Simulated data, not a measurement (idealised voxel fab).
Documented hereafter: the process module known as voxel self aligned contacts.
Pictured: cross-section cut, 260 nm wide, on a grid of 5 nm square cells.
In this document a cross-section is written as a grid of square cells. It is given as a series of bands, listed from the top down, and a band is one or more rows of cells.
Basically the band line says how high the top is and how high the bottom is, in nm, and then what's in it from left to right, every material with its width in nm. Empty space shows up as "blank", and if a single material carries "full width" it runs the full band edge to edge.
It should be noted that heights are counted from 0, beneath which the wafer as supplied is of one material throughout, and that the lowest band possesses no lower boundary but continues downward, as written in "0 nm and below".
It should be noted that a width expressed as "30..40" varies in equal increments from row to row of cells within the band, taking the value of the first number at the top row and that of the second number at the bottom row.
No cell of the cross-section changed in a step that is given as "stayed the same".
"Enclosed void list" enumerates empty spaces isolated from the top, with no open way to it, that contain at least 8 cells, giving each as width x height at distance from the left edge, all three in nm.
Post-settings text on a step line: simulator's own remark regarding the step.
overlay nm: where the mask lay relative to plan, measured to the right, on steps with a mask; negatives go left.
Reading key. Pairs: pre-step and post-step cross-section, one process step apart; post-step view only to lowest changed band. Step between + settings: beneath pair. Runs: pairs may be from different runs of this module, same starting wafer. Continuation from pair above: only where "Pre-step profile" entry says.
Pre-step profile
* 55 nm to 30 nm  blank=75, then SiN=35, then blank=35, then SiN=35, then blank=80
* 30 nm to 5 nm  blank=75, then SiN=10, then polySi=15, then SiN=10, then blank=35, then SiN=10, then polySi=15, then SiN=10, then blank=80
* 5 nm to 0 nm  SiO2 full width
* 0 nm and below  Si full width
* Enclosed void list: none
after
* 75 nm to 55 nm  SiO2 full width
* 55 nm to 30 nm  SiO2=75, then SiN=35, then SiO2=35, then SiN=35, then SiO2=80
* 30 nm to 5 nm  SiO2=75, then SiN=10, then polySi=15, then SiN=10, then SiO2=35, then SiN=10, then polySi=15, then SiN=10, then SiO2=80
* below 5: unchanged
* Enclosed void list: none
Quick note on the step between the two cross-sections above: op FILL_DEP | material SiO2 | thk nm 20
Pre-step profile: carried over from the after image of the pair right above.
after
* 65 nm to 55 nm  SiO2 full width
* below 55: unchanged
* Enclosed void list: none
Quick note on the step between the two cross-sections above: op CMP | height nm 65
Pre-step profile: carried over from the after image of the pair right above.
after
* 65 nm to 55 nm  SiO2=100, then blank=55, then SiO2=105
* 55 nm to 30 nm  SiO2=75, then SiN=35, then blank=35, then SiN=35, then SiO2=80
* 30 nm to 5 nm  SiO2=75, then SiN=10, then polySi=15, then SiN=10, then blank=35, then SiN=10, then polySi=15, then SiN=10, then SiO2=80
* 5 nm to 0 nm  SiO2=110, then blank=35, then SiO2=115
* below 0: unchanged
* Enclosed void list: none
Quick note on the step between the two cross-sections above: op MASKED_ETCH | tone open | mask id CONTACT | width nm 55 | etch materials SiO2 | depth nm 65 | overlay nm 0
Pre-step profile: carried over from the after image of the pair right above.
after
* 70 nm to 65 nm  TiN=105, then blank=45, then TiN=110
* 65 nm to 55 nm  SiO2=100, then TiN=5..15, then blank=45..25, then TiN=5..15, then SiO2=105
* 55 nm to 30 nm  SiO2=75, then SiN=35, then TiN=5, then blank=25, then TiN=5, then SiN=35, then SiO2=80
* 30 nm to 5 nm  SiO2=75, then SiN=10, then polySi=15, then SiN=10, then TiN=5, then blank=25, then TiN=5, then SiN=10, then polySi=15, then SiN=10, then SiO2=80
* 5 nm to 0 nm  SiO2=110, then TiN=35, then SiO2=115
* below 0: unchanged
* Enclosed void list: none
Quick note on the step between the two cross-sections above: op CONFORMAL_DEP | material TiN | thk nm 5
Pre-step profile: carried over from the after image of the pair right above.
after
* 75 nm to 70 nm  Ru full width
* 70 nm to 65 nm  TiN=105, then Ru=45, then TiN=110
* 65 nm to 55 nm  SiO2=100, then TiN=5..15, then Ru=45..25, then TiN=5..15, then SiO2=105
* 55 nm to 30 nm  SiO2=75, then SiN=35, then TiN=5, then Ru=25, then TiN=5, then SiN=35, then SiO2=80
* 30 nm to 5 nm  SiO2=75, then SiN=10, then polySi=15, then SiN=10, then TiN=5, then Ru=25, then TiN=5, then SiN=10, then polySi=15, then SiN=10, then SiO2=80
* below 5: unchanged
* Enclosed void list: none
Quick note on the step between the two cross-sections above: op FILL_DEP | material Ru | thk nm 5
Pre-step profile: carried over from the after image of the pair right above.
after
* 65 nm to 55 nm  SiO2=100, then TiN=5..15, then Ru=45..25, then TiN=5..15, then SiO2=105
* below 55: unchanged
* Enclosed void list: none
Quick note on the step between the two cross-sections above: op CMP | height nm 65
Pre-step profile: carried over from the after image of the pair right above.
after
* 70 nm to 65 nm  SiN full width
* below 65: unchanged
* Enclosed void list: none
Quick note on the step between the two cross-sections above: op CONFORMAL_DEP | material SiN | thk nm 5
Pre-step profile
* 65 nm to 55 nm  SiO2 full width
* 55 nm to 30 nm  SiO2=70, then SiN=45, then SiO2=25, then SiN=45, then SiO2=75
* 30 nm to 5 nm  SiO2=70, then SiN=10, then polySi=25, then SiN=10, then SiO2=25, then SiN=10, then polySi=25, then SiN=10, then SiO2=75
* 5 nm to 0 nm  SiO2 full width
* 0 nm and below  Si full width
* Enclosed void list: none
after
* 65 nm to 55 nm  SiO2=95, then blank=55, then SiO2=110
* 55 nm to 30 nm  SiO2=70, then SiN=45, then blank=25, then SiN=45, then SiO2=75
* 30 nm to 5 nm  SiO2=70, then SiN=10, then polySi=25, then SiN=10, then blank=25, then SiN=10, then polySi=25, then SiN=10, then SiO2=75
* 5 nm to 0 nm  SiO2=115, then blank=25, then SiO2=120
* below 0: unchanged
* Enclosed void list: none
Quick note on the step between the two cross-sections above: op MASKED_ETCH | tone open | mask id CONTACT | width nm 55 | etch materials SiO2 | depth nm 65 | overlay nm -5
Pre-step profile: carried over from the after image of the pair right above.
after
* 70 nm to 65 nm  TiN=100, then blank=45, then TiN=115
* 65 nm to 55 nm  SiO2=95, then TiN=5..25, then blank=45..15, then TiN=5..15, then SiO2=110
* 55 nm to 30 nm  SiO2=70, then SiN=45, then TiN=5, then blank=15, then TiN=5, then SiN=45, then SiO2=75
* 30 nm to 5 nm  SiO2=70, then SiN=10, then polySi=25, then SiN=10, then TiN=5, then blank=15, then TiN=5, then SiN=10, then polySi=25, then SiN=10, then SiO2=75
* 5 nm to 0 nm  SiO2=115, then TiN=25, then SiO2=120
* below 0: unchanged
* Enclosed void list: none
Quick note on the step between the two cross-sections above: op CONFORMAL_DEP | material TiN | thk nm 5
Pre-step profile: carried over from the after image of the pair right above.
after
* 75 nm to 70 nm  Ru full width
* 70 nm to 65 nm  TiN=100, then Ru=45, then TiN=115
* 65 nm to 55 nm  SiO2=95, then TiN=5..25, then Ru=45..15, then TiN=5..15, then SiO2=110
* 55 nm to 30 nm  SiO2=70, then SiN=45, then TiN=5, then Ru=15, then TiN=5, then SiN=45, then SiO2=75
* 30 nm to 5 nm  SiO2=70, then SiN=10, then polySi=25, then SiN=10, then TiN=5, then Ru=15, then TiN=5, then SiN=10, then polySi=25, then SiN=10, then SiO2=75
* below 5: unchanged
* Enclosed void list: none
Quick note on the step between the two cross-sections above: op FILL_DEP | material Ru | thk nm 5
Pre-step profile: carried over from the after image of the pair right above.
after
* 65 nm to 55 nm  SiO2=95, then TiN=5..25, then Ru=45..15, then TiN=5..15, then SiO2=110
* below 55: unchanged
* Enclosed void list: none
Quick note on the step between the two cross-sections above: op CMP | height nm 65
Pre-step profile: carried over from the after image of the pair right above.
after
* 70 nm to 65 nm  SiN full width
* below 65: unchanged
* Enclosed void list: none
Quick note on the step between the two cross-sections above: op CONFORMAL_DEP | material SiN | thk nm 5
Pre-step profile
* 70 nm to 65 nm  TiN=105, then blank=45, then TiN=110
* 65 nm to 55 nm  SiO2=100, then TiN=5..20, then blank=45..15, then TiN=5..20, then SiO2=105
* 55 nm to 30 nm  SiO2=70, then SiN=45, then TiN=5, then blank=15, then TiN=5, then SiN=45, then SiO2=75
* 30 nm to 5 nm  SiO2=70, then SiN=10, then polySi=25, then SiN=10, then TiN=5, then blank=15, then TiN=5, then SiN=10, then polySi=25, then SiN=10, then SiO2=75
* 5 nm to 0 nm  SiO2=115, then TiN=25, then SiO2=120
* 0 nm and below  Si full width
* Enclosed void list: none
after
* 75 nm to 70 nm  polySi full width
* 70 nm to 65 nm  TiN=105, then polySi=45, then TiN=110
* 65 nm to 55 nm  SiO2=100, then TiN=5..20, then polySi=45..15, then TiN=5..20, then SiO2=105
* 55 nm to 30 nm  SiO2=70, then SiN=45, then TiN=5, then polySi=15, then TiN=5, then SiN=45, then SiO2=75
* 30 nm to 5 nm  SiO2=70, then SiN=10, then polySi=25, then SiN=10, then TiN=5, then polySi=15, then TiN=5, then SiN=10, then polySi=25, then SiN=10, then SiO2=75
* below 5: unchanged
* Enclosed void list: none
Quick note on the step between the two cross-sections above: op FILL_DEP | material polySi | thk nm 5
Pre-step profile: carried over from the after image of the pair right above.
after
* 65 nm to 55 nm  SiO2=100, then TiN=5..20, then polySi=45..15, then TiN=5..20, then SiO2=105
* below 55: unchanged
* Enclosed void list: none
Quick note on the step between the two cross-sections above: op CMP | height nm 65
Pre-step profile: carried over from the after image of the pair right above.
after
* 70 nm to 65 nm  SiN full width
* below 65: unchanged
* Enclosed void list: none
Quick note on the step between the two cross-sections above: op CONFORMAL_DEP | material SiN | thk nm 5
Pre-step profile
* 55 nm to 30 nm  SiN full width
* 30 nm to 5 nm  polySi full width
* 5 nm to 0 nm  SiO2 full width
* 0 nm and below  Si full width
* Enclosed void list: none
after
* 75 nm to 55 nm  resist=80, then blank=25, then resist=45, then blank=25, then resist=85
* below 55: unchanged
* Enclosed void list: none
Quick note on the step between the two cross-sections above: op PATTERN | tone open | mask id GATE | material resist | width nm 25 | pitch nm 70 | thk nm 20 | overlay nm 0
Pre-step profile: carried over from the after image of the pair right above.
after
* 75 nm to 55 nm  resist=80, then blank=25, then resist=45, then blank=25, then resist=85
* 55 nm to 30 nm  SiN=80, then blank=25, then SiN=45, then blank=25, then SiN=85
* below 30: unchanged
* Enclosed void list: none
Quick note on the step between the two cross-sections above: op DIRECTIONAL_ETCH | etch materials SiN | depth nm 25
Pre-step profile: carried over from the after image of the pair right above.
after
* 75 nm to 55 nm  resist=80, then blank=25, then resist=45, then blank=25, then resist=85
* 55 nm to 30 nm  SiN=80, then blank=25, then SiN=45, then blank=25, then SiN=85
* 30 nm to 5 nm  polySi=80, then blank=25, then polySi=45, then blank=25, then polySi=85
* below 5: unchanged
* Enclosed void list: none
Quick note on the step between the two cross-sections above: op DIRECTIONAL_ETCH | etch materials polySi | depth nm 25
Pre-step profile: carried over from the after image of the pair right above.
after
* 55 nm to 30 nm  SiN=80, then blank=25, then SiN=45, then blank=25, then SiN=85
* below 30: unchanged
* Enclosed void list: none
Quick note on the step between the two cross-sections above: op STRIP | etch materials resist
Pre-step profile: carried over from the after image of the pair right above.
after
* 65 nm to 30 nm  SiN=90, then blank=5, then SiN=65, then blank=5, then SiN=95
* 30 nm to 15 nm  polySi=80, then SiN=10, then blank=5, then SiN=10, then polySi=45, then SiN=10, then blank=5, then SiN=10, then polySi=85
* 15 nm to 5 nm  polySi=80, then SiN=25, then polySi=45, then SiN=25, then polySi=85
* below 5: unchanged
* Enclosed void list: none
Quick note on the step between the two cross-sections above: op CONFORMAL_DEP | material SiN | thk nm 10
Pre-step profile: carried over from the after image of the pair right above.
after
* 55 nm to 30 nm  SiN=90, then blank=5, then SiN=65, then blank=5, then SiN=95
* 30 nm to 5 nm  polySi=80, then SiN=10, then blank=5, then SiN=10, then polySi=45, then SiN=10, then blank=5, then SiN=10, then polySi=85
* below 5: unchanged
* Enclosed void list: none
Quick note on the step between the two cross-sections above: op DIRECTIONAL_ETCH | etch materials SiN | depth nm 10
Pre-step profile: carried over from the after image of the pair right above.
after
* 75 nm to 55 nm  SiO2 full width
* 55 nm to 30 nm  SiN=90, then SiO2=5, then SiN=65, then SiO2=5, then SiN=95
* 30 nm to 5 nm  polySi=80, then SiN=10, then SiO2=5, then SiN=10, then polySi=45, then SiN=10, then SiO2=5, then SiN=10, then polySi=85
* below 5: unchanged
* Enclosed void list: none
Quick note on the step between the two cross-sections above: op FILL_DEP | material SiO2 | thk nm 20
Pre-step profile: carried over from the after image of the pair right above.
after
* 65 nm to 55 nm  SiO2 full width
* below 55: unchanged
* Enclosed void list: none
Quick note on the step between the two cross-sections above: op CMP | height nm 65
Pre-step profile: carried over from the after image of the pair right above.
after
* 65 nm to 55 nm  SiO2=100, then blank=55, then SiO2=105
* below 55: unchanged
* Enclosed void list: none
Quick note on the step between the two cross-sections above: op MASKED_ETCH | tone open | mask id CONTACT | width nm 55 | etch materials SiO2 | depth nm 65 | overlay nm 0
Pre-step profile: carried over from the after image of the pair right above.
after
* 70 nm to 65 nm  TiN=105, then blank=45, then TiN=110
* 65 nm to 60 nm  SiO2=100, then TiN=5, then blank=45, then TiN=5, then SiO2=105
* 60 nm to 55 nm  SiO2=100, then TiN=55, then SiO2=105
* below 55: unchanged
* Enclosed void list: none
Quick note on the step between the two cross-sections above: op CONFORMAL_DEP | material TiN | thk nm 5
Pre-step profile: carried over from the after image of the pair right above.
after
* 75 nm to 70 nm  Ru full width
* 70 nm to 65 nm  TiN=105, then Ru=45, then TiN=110
* 65 nm to 60 nm  SiO2=100, then TiN=5, then Ru=45, then TiN=5, then SiO2=105
* below 60: unchanged
* Enclosed void list: none
Quick note on the step between the two cross-sections above: op FILL_DEP | material Ru | thk nm 5
Pre-step profile: carried over from the after image of the pair right above.
after
* 65 nm to 60 nm  SiO2=100, then TiN=5, then Ru=45, then TiN=5, then SiO2=105
* below 60: unchanged
* Enclosed void list: none
Quick note on the step between the two cross-sections above: op CMP | height nm 65
Pre-step profile: carried over from the after image of the pair right above.
after
* 70 nm to 65 nm  SiN full width
* below 65: unchanged
* Enclosed void list: none
Quick note on the step between the two cross-sections above: op CONFORMAL_DEP | material SiN | thk nm 5
